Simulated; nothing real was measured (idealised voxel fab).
process module | voxel gate over fins
cross-section cut | 220 nm wide | cells 5 nm
A cross-section is a grid of square cells, given in bands from the top down. A band is one or more rows of cells.
Each band's line starts with the height of the band's top and of its bottom, in nm. Then come its materials from left to right, each with its width in nm. One material with "throughout" fills the band from edge to edge. "air" is empty space.
Height 0 is the level under which the wafer as received is all one material. The lowest band goes on downwards, as in "0 down".
A width such as "30 to 40" changes by the same amount from each row of cells to the next, from the band's top row to its bottom row.
"no change" after a step means that no cell of the cross-section changed.
closed voids: empty space of 8 cells or more with no open way to the top, each as width x height at its distance from the left edge, in nm
after a step's settings: what the simulator itself notes on the step
overlay nm, on a step with a mask: how far to the right of its planned place the mask lay; to the left if negative
plan
1 op RECEIVE | material Si
2 op CONFORMAL_DEP | material SiN | thk nm 10
3 op PATTERN | tone cover | mask id FINS | material resist | width nm 15 | pitch nm 50 | thk nm 15 | overlay nm 0
4 op DIRECTIONAL_ETCH | etch materials SiN | depth nm 10
5 op DIRECTIONAL_ETCH | etch materials Si | depth nm 35
6 op STRIP | etch materials resist
7 op OXIDIZE | depth nm 5
8 op FILL_DEP | material SiO2 | thk nm 10
9 op CMP | height nm 10
10 op PATTERN | tone open | mask id RAIL | material resist | width nm 15 | thk nm 20 | overlay nm 0
11 op DIRECTIONAL_ETCH | etch materials SiO2 | depth nm 40
12 op STRIP | etch materials resist
13 op CONFORMAL_DEP | material TiN | thk nm 5
14 op FILL_DEP | material W | thk nm 5
15 op CMP | height nm 10
16 op SELECTIVE_ETCH | etch materials W Ru TiN | depth nm 30
17 op FILL_DEP | material SiO2 | thk nm 5
18 op CMP | height nm 10
19 op SELECTIVE_ETCH | etch materials SiO2 | depth nm 25
20 op STRIP | etch materials SiN
21 op CONFORMAL_DEP | material HfO2 | thk nm 5
22 op CONFORMAL_DEP | material TiN | thk nm 5
23 op FILL_DEP | material W | thk nm 15
24 op CMP | height nm 20
25 op CONFORMAL_DEP | material SiCN | thk nm 10
as received, after step 1
  0 down: Si throughout
  closed voids: none
a wafer at the end: this start, this plan, one mistake
  30 to 20: SiCN throughout
  20 to 10: W throughout
  10 to 5: W 15 | TiN 35 | W 15 | TiN 35 | W 15 | TiN 35 | W 15 | TiN 35 | W 20
  5 to 0: W 15 | TiN 5 | HfO2 25 | TiN 5 | W 15 | TiN 5 | HfO2 25 | TiN 5 | W 15 | TiN 5 | HfO2 25 | TiN 5 | W 15 | TiN 5 | HfO2 25 | TiN 5 | W 20
  0 to -5: W 15 | TiN 5 | HfO2 5 | Si 15 | HfO2 5 | TiN 5 | W 15 | TiN 5 | HfO2 5 | Si 15 | HfO2 5 | TiN 5 | W 15 | TiN 5 | HfO2 5 | Si 15 | HfO2 5 | TiN 5 | W 15 | TiN 5 | HfO2 5 | Si 15 | HfO2 5 | TiN 5 | W 20
  -5 to -10: TiN 20 | HfO2 5 | Si 15 | HfO2 5 | TiN 25 | HfO2 5 | Si 15 | HfO2 5 | TiN 25 | HfO2 5 | Si 15 | HfO2 5 | TiN 25 | HfO2 5 | Si 15 | HfO2 5 | TiN 25
  -10 to -15: HfO2 25 | Si 15 | HfO2 35 | Si 15 | HfO2 35 | Si 15 | HfO2 35 | Si 15 | HfO2 30
  -15 to -20: SiO2 25 | Si 15 | SiO2 35 | Si 15 | SiO2 35 | Si 15 | SiO2 35 | Si 15 | SiO2 30
  -20 to -25: SiO2 25 | Si 15 | SiO2 10 | TiN 5 | W 5 | TiN 5 | SiO2 10 | Si 15 | SiO2 35 | Si 15 | SiO2 35 | Si 15 | SiO2 30
  -25 to -30: SiO2 25 | Si 15 | SiO2 10 | TiN 15 | SiO2 10 | Si 15 | SiO2 35 | Si 15 | SiO2 35 | Si 15 | SiO2 30
  -30 to -40: SiO2 25 | Si 15 | SiO2 35 | Si 15 | SiO2 35 | Si 15 | SiO2 35 | Si 15 | SiO2 30
  -40 down: Si throughout
  closed voids: none
what went wrong: step 3 ran as: op PATTERN | tone cover | mask id FINS | material resist | width nm 25 | pitch nm 50 | thk nm 15 | overlay nm 0
